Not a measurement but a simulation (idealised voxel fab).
The document below concerns the process module designated voxel wiring stack.
Section cut is 255 nm wide and gridded with 5 nm square cells.
We lay out every cross-section as a grid of square cells and spell it out in bands from the top down, where one band means one or more rows of cells.
Heights first: top, then bottom, in nm. Then materials, left to right, each with a width in nm. "edge to edge" on a single material: fills the band edge to edge. "blank": empty space.
A quick word on heights: they are counted from 0, and under that level the wafer as it came to us is one material throughout. The lowest band is different from the rest in having no bottom; it simply continues downward, written as in "0..down".
It should be noted that a width expressed as "30 to 40" varies in equal increments from row to row of cells within the band, taking the value of the first number at the top row and that of the second number at the bottom row.
Where a step carries "identical to before", the cross-section came out of it unchanged, cell for cell.
If an empty space has no open way to the top and is at least 8 cells in size, "Tabulated closed voids" lists it, written width x height at distance, where distance is measured from the left edge and every value is in nm.
Text after the settings on a step's line: the simulator's own remark on that step.
overlay nm: how far to the right of its planned place the mask lay on this masked step (negative: to the left).
Here's what the planned process steps look like
1 RECEIVE, material Si
2 CONFORMAL_DEP, material SiO2, thk nm 10
3 CONFORMAL_DEP, material SiCN, thk nm 5
4 DIRECTIONAL_DEP, material SiO2, thk nm 20
5 DIRECTIONAL_DEP, material aC, thk nm 10
6 PATTERN, tone open, mask id METAL_1, material resist, width nm 30, pitch nm 55, thk nm 30, overlay nm 0
7 DIRECTIONAL_ETCH, etch materials aC, depth nm 10
8 STRIP, etch materials resist
9 DIRECTIONAL_ETCH, etch materials SiO2, depth nm 20
10 DIRECTIONAL_ETCH, etch materials SiCN, depth nm 5
11 STRIP, etch materials aC
12 CONFORMAL_DEP, material TiN, thk nm 5
13 FILL_DEP, material Ru, thk nm 10
14 CMP, height nm 35
15 CONFORMAL_DEP, material SiCN, thk nm 5
16 DIRECTIONAL_DEP, material lowk, thk nm 20
17 DIRECTIONAL_DEP, material aC, thk nm 15
18 PATTERN, tone open, mask id PLUG_1, material resist, width nm 15, thk nm 35, overlay nm 0
19 DIRECTIONAL_ETCH, etch materials aC, depth nm 15
20 STRIP, etch materials resist
21 DIRECTIONAL_ETCH, etch materials lowk, depth nm 20
22 DIRECTIONAL_ETCH, etch materials SiCN, depth nm 5
23 STRIP, etch materials aC
24 CONFORMAL_DEP, material TiN, thk nm 5
25 FILL_DEP, material Cu, thk nm 10
26 CMP, height nm 60
27 CONFORMAL_DEP, material SiN, thk nm 5
28 DIRECTIONAL_DEP, material SiO2, thk nm 25
29 MASKED_ETCH, tone open, mask id METAL_2, width nm 30, pitch nm 55, etch materials SiO2, depth nm 25, overlay nm 0
30 MASKED_ETCH, tone open, mask id METAL_2, width nm 30, pitch nm 55, etch materials SiN, depth nm 5, overlay nm 0
31 CONFORMAL_DEP, material TiN, thk nm 5
32 FILL_DEP, material Ru, thk nm 5
33 CMP, height nm 90
34 CONFORMAL_DEP, material SiN, thk nm 5
Account of the first of two wafers, which was processed as intended
As-received wafer cross-section (after step 1)
    0..down = Si edge to edge
    Tabulated closed voids: none
After step 2: wafer cross-section
    10..0 = SiO2 edge to edge
    Below 0, the layers are the same as they were.
After step 3: wafer cross-section
    15..10 = SiCN edge to edge
    Below 10, the layers are the same as they were.
After step 4: wafer cross-section
    35..15 = SiO2 edge to edge
    Below 15, the layers are the same as they were.
After step 5: wafer cross-section
    45..35 = aC edge to edge
    Below 35, the layers are the same as they were.
After step 6: wafer cross-section
    75..45 = resist=85, then blank=30, then resist=25, then blank=30, then resist=85
    Below 45, the layers are the same as they were.
After step 7: wafer cross-section
    65..45 = resist=85, then blank=30, then resist=25, then blank=30, then resist=85
    45..35 = aC=85, then blank=30, then aC=25, then blank=30, then aC=85
    Below 35, the layers are the same as they were.
After step 8: wafer cross-section
    45..35 = aC=85, then blank=30, then aC=25, then blank=30, then aC=85
    Below 35, the layers are the same as they were.
After step 9: wafer cross-section
    45..35 = aC=85, then blank=30, then aC=25, then blank=30, then aC=85
    35..15 = SiO2=85, then blank=30, then SiO2=25, then blank=30, then SiO2=85
    Below 15, the layers are the same as they were.
After step 10: wafer cross-section
    45..35 = aC=85, then blank=30, then aC=25, then blank=30, then aC=85
    35..15 = SiO2=85, then blank=30, then SiO2=25, then blank=30, then SiO2=85
    15..10 = SiCN=85, then blank=30, then SiCN=25, then blank=30, then SiCN=85
    Below 10, the layers are the same as they were.
After step 11: wafer cross-section
    35..15 = SiO2=85, then blank=30, then SiO2=25, then blank=30, then SiO2=85
    Below 15, the layers are the same as they were.
After step 12: wafer cross-section
    40..35 = TiN=90, then blank=20, then TiN=35, then blank=20, then TiN=90
    35..15 = SiO2=85, then TiN=5, then blank=20, then TiN=5, then SiO2=25, then TiN=5, then blank=20, then TiN=5, then SiO2=85
    15..10 = SiCN=85, then TiN=30, then SiCN=25, then TiN=30, then SiCN=85
    Below 10, the layers are the same as they were.
After step 13: wafer cross-section
    50..40 = Ru edge to edge
    40..35 = TiN=90, then Ru=20, then TiN=35, then Ru=20, then TiN=90
    35..15 = SiO2=85, then TiN=5, then Ru=20, then TiN=5, then SiO2=25, then TiN=5, then Ru=20, then TiN=5, then SiO2=85
    Below 15, the layers are the same as they were.
After step 14: wafer cross-section
    35..15 = SiO2=85, then TiN=5, then Ru=20, then TiN=5, then SiO2=25, then TiN=5, then Ru=20, then TiN=5, then SiO2=85
    Below 15, the layers are the same as they were.
After step 15: wafer cross-section
    40..35 = SiCN edge to edge
    Below 35, the layers are the same as they were.
After step 16: wafer cross-section
    60..40 = lowk edge to edge
    Below 40, the layers are the same as they were.
After step 17: wafer cross-section
    75..60 = aC edge to edge
    Below 60, the layers are the same as they were.
After step 18: wafer cross-section
    110..75 = resist=85, then blank=15, then resist=155
    Below 75, the layers are the same as they were.
After step 19: wafer cross-section
    95..75 = resist=85, then blank=15, then resist=155
    75..60 = aC=85, then blank=15, then aC=155
    Below 60, the layers are the same as they were.
After step 20: wafer cross-section
    75..60 = aC=85, then blank=15, then aC=155
    Below 60, the layers are the same as they were.
After step 21: wafer cross-section
    75..60 = aC=85, then blank=15, then aC=155
    60..40 = lowk=85, then blank=15, then lowk=155
    Below 40, the layers are the same as they were.
After step 22: wafer cross-section
    75..60 = aC=85, then blank=15, then aC=155
    60..40 = lowk=85, then blank=15, then lowk=155
    40..35 = SiCN=85, then blank=15, then SiCN=155
    Below 35, the layers are the same as they were.
After step 23: wafer cross-section
    60..40 = lowk=85, then blank=15, then lowk=155
    Below 40, the layers are the same as they were.
After step 24: wafer cross-section
    65..60 = TiN=90, then blank=5, then TiN=160
    60..40 = lowk=85, then TiN=5, then blank=5, then TiN=5, then lowk=155
    40..35 = SiCN=85, then TiN=15, then SiCN=155
    Below 35, the layers are the same as they were.
After step 25: wafer cross-section
    75..65 = Cu edge to edge
    65..60 = TiN=90, then Cu=5, then TiN=160
    60..40 = lowk=85, then TiN=5, then Cu=5, then TiN=5, then lowk=155
    Below 40, the layers are the same as they were.
After step 26: wafer cross-section
    60..40 = lowk=85, then TiN=5, then Cu=5, then TiN=5, then lowk=155
    Below 40, the layers are the same as they were.
After step 27: wafer cross-section
    65..60 = SiN edge to edge
    Below 60, the layers are the same as they were.
After step 28: wafer cross-section
    90..65 = SiO2 edge to edge
    Below 65, the layers are the same as they were.
After step 29: wafer cross-section
    90..65 = SiO2=85, then blank=30, then SiO2=25, then blank=30, then SiO2=85
    Below 65, the layers are the same as they were.
After step 30: wafer cross-section
    90..65 = SiO2=85, then blank=30, then SiO2=25, then blank=30, then SiO2=85
    65..60 = SiN=85, then blank=30, then SiN=25, then blank=30, then SiN=85
    Below 60, the layers are the same as they were.
After step 31: wafer cross-section
    95..90 = TiN=90, then blank=20, then TiN=35, then blank=20, then TiN=90
    90..65 = SiO2=85, then TiN=5, then blank=20, then TiN=5, then SiO2=25, then TiN=5, then blank=20, then TiN=5, then SiO2=85
    65..60 = SiN=85, then TiN=30, then SiN=25, then TiN=30, then SiN=85
    Below 60, the layers are the same as they were.
After step 32: wafer cross-section
    100..95 = Ru edge to edge
    95..90 = TiN=90, then Ru=20, then TiN=35, then Ru=20, then TiN=90
    90..65 = SiO2=85, then TiN=5, then Ru=20, then TiN=5, then SiO2=25, then TiN=5, then Ru=20, then TiN=5, then SiO2=85
    Below 65, the layers are the same as they were.
After step 33: wafer cross-section
    90..65 = SiO2=85, then TiN=5, then Ru=20, then TiN=5, then SiO2=25, then TiN=5, then Ru=20, then TiN=5, then SiO2=85
    Below 65, the layers are the same as they were.
After step 34: wafer cross-section
    95..90 = SiN edge to edge
    Below 90, the layers are the same as they were.
Wafer two. Same start, same plan, one slip in execution. Same as wafer one through step 17, inclusive
The second wafer cut through, at the time step 18 was supposed to be finished
    110..75 = blank=85, then resist=15, then blank=155
    Below 75, the layers are the same as they were.
The second wafer cut through, at the time step 19 was supposed to be finished
    95..75 = blank=85, then resist=15, then blank=155
    75..60 = blank=85, then aC=15, then blank=155
    Below 60, the layers are the same as they were.
The second wafer cut through, at the time step 20 was supposed to be finished
    75..60 = blank=85, then aC=15, then blank=155
    Below 60, the layers are the same as they were.
The second wafer cut through, at the time step 21 was supposed to be finished
    75..60 = blank=85, then aC=15, then blank=155
    60..40 = blank=85, then lowk=15, then blank=155
    Below 40, the layers are the same as they were.
The second wafer cut through, at the time step 22 was supposed to be finished
    75..60 = blank=85, then aC=15, then blank=155
    60..40 = blank=85, then lowk=15, then blank=155
    40..35 = blank=85, then SiCN=15, then blank=155
    Below 35, the layers are the same as they were.
The second wafer cut through, at the time step 23 was supposed to be finished
    60..40 = blank=85, then lowk=15, then blank=155
    Below 40, the layers are the same as they were.
The second wafer cut through, at the time step 24 was supposed to be finished
    65..60 = blank=80, then TiN=25, then blank=150
    60..40 = blank=80, then TiN=5, then lowk=15, then TiN=5, then blank=150
    40..35 = TiN=85, then SiCN=15, then TiN=155
    Below 35, the layers are the same as they were.
The second wafer cut through, at the time step 25 was supposed to be finished
    75..65 = Cu edge to edge
    65..60 = Cu=80, then TiN=25, then Cu=150
    60..40 = Cu=80, then TiN=5, then lowk=15, then TiN=5, then Cu=150
    Below 40, the layers are the same as they were.
The second wafer cut through, at the time step 26 was supposed to be finished
    60..40 = Cu=80, then TiN=5, then lowk=15, then TiN=5, then Cu=150
    Below 40, the layers are the same as they were.
The second wafer cut through, at the time step 27 was supposed to be finished
    65..60 = SiN edge to edge
    Below 60, the layers are the same as they were.
The second wafer cut through, at the time step 28 was supposed to be finished
    90..65 = SiO2 edge to edge
    Below 65, the layers are the same as they were.
The second wafer cut through, at the time step 29 was supposed to be finished
    90..65 = SiO2=85, then blank=30, then SiO2=25, then blank=30, then SiO2=85
    Below 65, the layers are the same as they were.
The second wafer cut through, at the time step 30 was supposed to be finished
    90..65 = SiO2=85, then blank=30, then SiO2=25, then blank=30, then SiO2=85
    65..60 = SiN=85, then blank=30, then SiN=25, then blank=30, then SiN=85
    Below 60, the layers are the same as they were.
The second wafer cut through, at the time step 31 was supposed to be finished
    95..90 = TiN=90, then blank=20, then TiN=35, then blank=20, then TiN=90
    90..65 = SiO2=85, then TiN=5, then blank=20, then TiN=5, then SiO2=25, then TiN=5, then blank=20, then TiN=5, then SiO2=85
    65..60 = SiN=85, then TiN=30, then SiN=25, then TiN=30, then SiN=85
    Below 60, the layers are the same as they were.
The second wafer cut through, at the time step 32 was supposed to be finished
    100..95 = Ru edge to edge
    95..90 = TiN=90, then Ru=20, then TiN=35, then Ru=20, then TiN=90
    90..65 = SiO2=85, then TiN=5, then Ru=20, then TiN=5, then SiO2=25, then TiN=5, then Ru=20, then TiN=5, then SiO2=85
    Below 65, the layers are the same as they were.
The second wafer cut through, at the time step 33 was supposed to be finished
    90..65 = SiO2=85, then TiN=5, then Ru=20, then TiN=5, then SiO2=25, then TiN=5, then Ru=20, then TiN=5, then SiO2=85
    Below 65, the layers are the same as they were.
The second wafer cut through, at the time step 34 was supposed to be finished
    95..90 = SiN edge to edge
    Below 90, the layers are the same as they were.
What broke from the plan during processing? the process deviated at step 18: the operation and settings actually run there were PATTERN, tone cover, mask id PLUG_1, material resist, width nm 15, thk nm 35, overlay nm 0
Final tally in cells, some materials are higher or lower on the second wafer than on the first: Cu +180, SiCN -45, TiN +45, lowk -180
